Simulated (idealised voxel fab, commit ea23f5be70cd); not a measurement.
The process module presented herein is designated voxel capacitor over wiring.
The width of the displayed cross-section, cut, is 230 nm; its cells are square, with a size of 5 nm.
Each cross-section below is a grid of square cells, stated as bands in top-down order, with one or more rows of cells making up each band.
The band entry comprises the height of the band's top followed by the height of its bottom, expressed in nm, and subsequently the band's materials from left to right, each stated together with its width in nm. Where a single material is marked with the word "full width", that material fills the band from edge to edge. The word "blank" represents empty space.
It should be noted that heights are counted from 0, beneath which the wafer as supplied is of one material throughout, and that the lowest band possesses no lower boundary but continues downward, as written in "from 0 down".
Note: "30->40" means the width goes from the first number (top row of the band) to the second number (bottom row) in equal steps per row of cells.
You'll sometimes find "no modification" written for a step, and that's the way of saying that nowhere in the cross-section did a cell change during that step.
The entry "Cavities, sealed" lists the empty spaces that cover at least 8 cells and have no open path to the top. Each is written as width x height at distance, where the distance is measured from the left edge and all three values are in nm.
On a step's line, text after the settings is the simulator commenting on that step.
You can add "overlay nm" to a step's line. For a step with a mask, it describes how far the mask lay to the right of its planned position, and a negative number describes a lay to the left.
Process steps - plan:
1. RECEIVE, material Si
2. CONFORMAL_DEP, material SiO2, thk nm 10
3. DIRECTIONAL_DEP, material TiN, thk nm 5
4. DIRECTIONAL_DEP, material W, thk nm 25
5. DIRECTIONAL_DEP, material aC, thk nm 10
6. PATTERN, tone cover, mask id METAL_1, material resist, width nm 30, pitch nm 85, thk nm 30, overlay nm 0
7. DIRECTIONAL_ETCH, etch materials aC, depth nm 10
8. STRIP, etch materials resist
9. DIRECTIONAL_ETCH, etch materials W, depth nm 25
10. DIRECTIONAL_ETCH, etch materials TiN, depth nm 5
11. STRIP, etch materials aC
12. FILL_DEP, material SiO2, thk nm 5
13. CMP, height nm 40
14. CONFORMAL_DEP, material SiCN, thk nm 5
15. DIRECTIONAL_DEP, material SiO2, thk nm 20
16. PATTERN, tone open, mask id PLUG_1, material resist, width nm 15, thk nm 20, overlay nm 0
17. DIRECTIONAL_ETCH, etch materials SiO2, depth nm 20
18. DIRECTIONAL_ETCH, etch materials SiCN, depth nm 5
19. STRIP, etch materials resist
20. CONFORMAL_DEP, material TiN, thk nm 5
21. FILL_DEP, material Ru, thk nm 10
22. CMP, height nm 65
23. DIRECTIONAL_DEP, material TiN, thk nm 10
24. DIRECTIONAL_DEP, material SiN, thk nm 5
25. DIRECTIONAL_DEP, material TiN, thk nm 10
26. PATTERN, tone cover, mask id UPPER_PLATE, material resist, width nm 60, thk nm 20, overlay nm 0
27. DIRECTIONAL_ETCH, etch materials TiN, depth nm 10
28. DIRECTIONAL_ETCH, etch materials SiN, depth nm 5
29. STRIP, etch materials resist
30. PATTERN, tone cover, mask id LOWER_PLATE, material resist, width nm 70, thk nm 15, overlay nm 0
31. DIRECTIONAL_ETCH, etch materials TiN, depth nm 10
32. STRIP, etch materials resist
33. FILL_DEP, material SiO2, thk nm 15
34. CMP, height nm 100
35. PATTERN, tone open, mask id PLUG_2, material resist, width nm 15, thk nm 20, overlay nm 0
36. DIRECTIONAL_ETCH, etch materials SiO2, depth nm 10
37. STRIP, etch materials resist
38. CONFORMAL_DEP, material TiN, thk nm 5
39. FILL_DEP, material W, thk nm 10
40. CMP, height nm 100
41. CONFORMAL_DEP, material SiN, thk nm 5
First out of two wafers; run went to plan:
Cross-section of the wafer at receipt, which is the condition after step 1:
> from 0 down = Si full width
> Cavities, sealed: none
Step 2 complete: cross-section through the wafer:
> from 10 to 0 = SiO2 full width
> Unchanged below 0.
Step 3 complete: cross-section through the wafer:
> from 15 to 10 = TiN full width
> Unchanged below 10.
Step 4 complete: cross-section through the wafer:
> from 40 to 15 = W full width
> Unchanged below 15.
Step 5 complete: cross-section through the wafer:
> from 50 to 40 = aC full width
> Unchanged below 40.
Step 6 complete: cross-section through the wafer:
> from 80 to 50 = 55 blank / 30 resist / 55 blank / 30 resist / 60 blank
> Unchanged below 50.
Step 7 complete: cross-section through the wafer:
> from 70 to 50 = 55 blank / 30 resist / 55 blank / 30 resist / 60 blank
> from 50 to 40 = 55 blank / 30 aC / 55 blank / 30 aC / 60 blank
> Unchanged below 40.
Step 8 complete: cross-section through the wafer:
> from 50 to 40 = 55 blank / 30 aC / 55 blank / 30 aC / 60 blank
> Unchanged below 40.
Step 9 complete: cross-section through the wafer:
> from 50 to 40 = 55 blank / 30 aC / 55 blank / 30 aC / 60 blank
> from 40 to 15 = 55 blank / 30 W / 55 blank / 30 W / 60 blank
> Unchanged below 15.
Step 10 complete: cross-section through the wafer:
> from 50 to 40 = 55 blank / 30 aC / 55 blank / 30 aC / 60 blank
> from 40 to 15 = 55 blank / 30 W / 55 blank / 30 W / 60 blank
> from 15 to 10 = 55 blank / 30 TiN / 55 blank / 30 TiN / 60 blank
> Unchanged below 10.
Step 11 complete: cross-section through the wafer:
> from 40 to 15 = 55 blank / 30 W / 55 blank / 30 W / 60 blank
> Unchanged below 15.
Step 12 complete: cross-section through the wafer:
> from 45 to 40 = SiO2 full width
> from 40 to 15 = 55 SiO2 / 30 W / 55 SiO2 / 30 W / 60 SiO2
> from 15 to 10 = 55 SiO2 / 30 TiN / 55 SiO2 / 30 TiN / 60 SiO2
> Unchanged below 10.
Step 13 complete: cross-section through the wafer:
> from 40 to 15 = 55 SiO2 / 30 W / 55 SiO2 / 30 W / 60 SiO2
> Unchanged below 15.
Step 14 complete: cross-section through the wafer:
> from 45 to 40 = SiCN full width
> Unchanged below 40.
Step 15 complete: cross-section through the wafer:
> from 65 to 45 = SiO2 full width
> Unchanged below 45.
Step 16 complete: cross-section through the wafer:
> from 85 to 65 = 70 resist / 15 blank / 145 resist
> Unchanged below 65.
Step 17 complete: cross-section through the wafer:
> from 85 to 65 = 70 resist / 15 blank / 145 resist
> from 65 to 45 = 70 SiO2 / 15 blank / 145 SiO2
> Unchanged below 45.
Step 18 complete: cross-section through the wafer:
> from 85 to 65 = 70 resist / 15 blank / 145 resist
> from 65 to 45 = 70 SiO2 / 15 blank / 145 SiO2
> from 45 to 40 = 70 SiCN / 15 blank / 145 SiCN
> Unchanged below 40.
Step 19 complete: cross-section through the wafer:
> from 65 to 45 = 70 SiO2 / 15 blank / 145 SiO2
> Unchanged below 45.
Step 20 complete: cross-section through the wafer:
> from 70 to 65 = 75 TiN / 5 blank / 150 TiN
> from 65 to 45 = 70 SiO2 / 5 TiN / 5 blank / 5 TiN / 145 SiO2
> from 45 to 40 = 70 SiCN / 15 TiN / 145 SiCN
> Unchanged below 40.
Step 21 complete: cross-section through the wafer:
> from 80 to 70 = Ru full width
> from 70 to 65 = 75 TiN / 5 Ru / 150 TiN
> from 65 to 45 = 70 SiO2 / 5 TiN / 5 Ru / 5 TiN / 145 SiO2
> Unchanged below 45.
Step 22 complete: cross-section through the wafer:
> from 65 to 45 = 70 SiO2 / 5 TiN / 5 Ru / 5 TiN / 145 SiO2
> Unchanged below 45.
Step 23 complete: cross-section through the wafer:
> from 75 to 65 = TiN full width
> Unchanged below 65.
Step 24 complete: cross-section through the wafer:
> from 80 to 75 = SiN full width
> Unchanged below 75.
Step 25 complete: cross-section through the wafer:
> from 90 to 80 = TiN full width
> Unchanged below 80.
Step 26 complete: cross-section through the wafer:
> from 110 to 90 = 70 blank / 60 resist / 100 blank
> Unchanged below 90.
Step 27 complete: cross-section through the wafer:
> from 110 to 90 = 70 blank / 60 resist / 100 blank
> from 90 to 80 = 70 blank / 60 TiN / 100 blank
> Unchanged below 80.
Step 28 complete: cross-section through the wafer:
> from 110 to 90 = 70 blank / 60 resist / 100 blank
> from 90 to 80 = 70 blank / 60 TiN / 100 blank
> from 80 to 75 = 70 blank / 60 SiN / 100 blank
> Unchanged below 75.
Step 29 complete: cross-section through the wafer:
> from 90 to 80 = 70 blank / 60 TiN / 100 blank
> Unchanged below 80.
Step 30 complete: cross-section through the wafer:
> from 105 to 90 = 65 blank / 70 resist / 95 blank
> from 90 to 80 = 65 blank / 5 resist / 60 TiN / 5 resist / 95 blank
> from 80 to 75 = 65 blank / 5 resist / 60 SiN / 5 resist / 95 blank
> Unchanged below 75.
Step 31 complete: cross-section through the wafer:
> from 105 to 90 = 65 blank / 70 resist / 95 blank
> from 90 to 80 = 65 blank / 5 resist / 60 TiN / 5 resist / 95 blank
> from 80 to 75 = 65 blank / 5 resist / 60 SiN / 5 resist / 95 blank
> from 75 to 65 = 65 blank / 70 TiN / 95 blank
> Unchanged below 65.
Step 32 complete: cross-section through the wafer:
> from 90 to 80 = 70 blank / 60 TiN / 100 blank
> from 80 to 75 = 70 blank / 60 SiN / 100 blank
> Unchanged below 75.
Step 33 complete: cross-section through the wafer:
> from 105 to 90 = SiO2 full width
> from 90 to 80 = 70 SiO2 / 60 TiN / 100 SiO2
> from 80 to 75 = 70 SiO2 / 60 SiN / 100 SiO2
> from 75 to 65 = 65 SiO2 / 70 TiN / 95 SiO2
> Unchanged below 65.
Step 34 complete: cross-section through the wafer:
> from 100 to 90 = SiO2 full width
> Unchanged below 90.
Step 35 complete: cross-section through the wafer:
> from 120 to 100 = 80 resist / 15 blank / 135 resist
> Unchanged below 100.
Step 36 complete: cross-section through the wafer:
> from 120 to 100 = 80 resist / 15 blank / 135 resist
> from 100 to 90 = 80 SiO2 / 15 blank / 135 SiO2
> Unchanged below 90.
Step 37 complete: cross-section through the wafer:
> from 100 to 90 = 80 SiO2 / 15 blank / 135 SiO2
> Unchanged below 90.
Step 38 complete: cross-section through the wafer:
> from 105 to 100 = 85 TiN / 5 blank / 140 TiN
> from 100 to 95 = 80 SiO2 / 5 TiN / 5 blank / 5 TiN / 135 SiO2
> from 95 to 90 = 80 SiO2 / 15 TiN / 135 SiO2
> Unchanged below 90.
Step 39 complete: cross-section through the wafer:
> from 115 to 105 = W full width
> from 105 to 100 = 85 TiN / 5 W / 140 TiN
> from 100 to 95 = 80 SiO2 / 5 TiN / 5 W / 5 TiN / 135 SiO2
> Unchanged below 95.
Step 40 complete: cross-section through the wafer:
> from 100 to 95 = 80 SiO2 / 5 TiN / 5 W / 5 TiN / 135 SiO2
> Unchanged below 95.
Step 41 complete: cross-section through the wafer:
> from 105 to 100 = SiN full width
> Unchanged below 100.
The second wafer was prepared from the same starting point and under the same plan as the first; its processing contained one mistake, and it remains indistinguishable from the first wafer up to and including step 36:
Cross-section: second wafer, time at which step 37 was scheduled to end:
> from 100 to 90 = 80 SiO2 / 15 blank / 135 SiO2
> Unchanged below 90.
Cross-section: second wafer, time at which step 38 was scheduled to end:
> from 105 to 100 = 85 TiN / 5 blank / 140 TiN
> from 100 to 95 = 80 SiO2 / 5 TiN / 5 blank / 5 TiN / 135 SiO2
> from 95 to 90 = 80 SiO2 / 15 TiN / 135 SiO2
> Unchanged below 90.
Cross-section: second wafer, time at which step 39 was scheduled to end:
> from 115 to 105 = W full width
> from 105 to 100 = 85 TiN / 5 W / 140 TiN
> from 100 to 95 = 80 SiO2 / 5 TiN / 5 W / 5 TiN / 135 SiO2
> Unchanged below 95.
Cross-section: second wafer, time at which step 40 was scheduled to end:
> from 100 to 95 = 80 SiO2 / 5 TiN / 5 W / 5 TiN / 135 SiO2
> Unchanged below 95.
Cross-section: second wafer, time at which step 41 was scheduled to end:
> from 105 to 100 = SiN full width
> Unchanged below 100.
Misprocessing identified: step 37 of the plan was performed twice
Same final cross-section on the two wafers, so the model's numbers don't move because of the mistake.
